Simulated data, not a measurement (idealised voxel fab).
process module | voxel spacer lines
cross-section cut | 210 nm wide | cells 5 nm
A cross-section is a grid of square cells, given in bands from the top down. A band is one or more rows of cells.
Each band's line starts with the height of the band's top and of its bottom, in nm. Then come its materials from left to right, each with its width in nm. One material with "throughout" fills the band from edge to edge. "air" is empty space.
Height 0 is the level under which the wafer as received is all one material. The lowest band goes on downwards, as in "0 down".
A width such as "30 to 40" changes by the same amount from each row of cells to the next, from the band's top row to its bottom row.
"no change" after a step means that no cell of the cross-section changed.
closed voids: empty space of 8 cells or more with no open way to the top, each as width x height at its distance from the left edge, in nm
after a step's settings: what the simulator itself notes on the step
overlay nm, on a step with a mask: how far to the right of its planned place the mask lay; to the left if negative
plan
1 op RECEIVE | material Si
2 op CONFORMAL_DEP | material Al2O3 | thk nm 10
3 op DIRECTIONAL_DEP | material W | thk nm 10
4 op DIRECTIONAL_DEP | material aC | thk nm 20
5 op PATTERN | tone cover | mask id MANDREL | material resist | width nm 15 | pitch nm 50 | thk nm 25 | overlay nm -15
6 op DIRECTIONAL_ETCH | etch materials aC | depth nm 20
7 op STRIP | etch materials resist
8 op CONFORMAL_DEP | material SiO2 | thk nm 10
9 op DIRECTIONAL_ETCH | etch materials SiO2 | depth nm 10
10 op STRIP | etch materials aC
11 op DIRECTIONAL_ETCH | etch materials W | depth nm 10
12 op STRIP | etch materials SiO2
varied across the wafers: overlay nm of step 5. The plan shows the first wafer's value. All wafers start alike
first wafer as received, after step 1
  0 down: Si throughout
  closed voids: none
each wafer at the end: cells of each material gained (+) or lost (-) since it was received, then its closed voids
overlay nm -15 | +84 Al2O3 | +16 W | closed voids: none
overlay nm -10 | +84 Al2O3 | +16 W | closed voids: none
overlay nm -5 | +84 Al2O3 | +16 W | closed voids: none
overlay nm 0 | +84 Al2O3 | +16 W | closed voids: none
overlay nm 5 | +84 Al2O3 | +16 W | closed voids: none
overlay nm 10 | +84 Al2O3 | +16 W | closed voids: none
overlay nm 15 | +84 Al2O3 | +16 W | closed voids: none
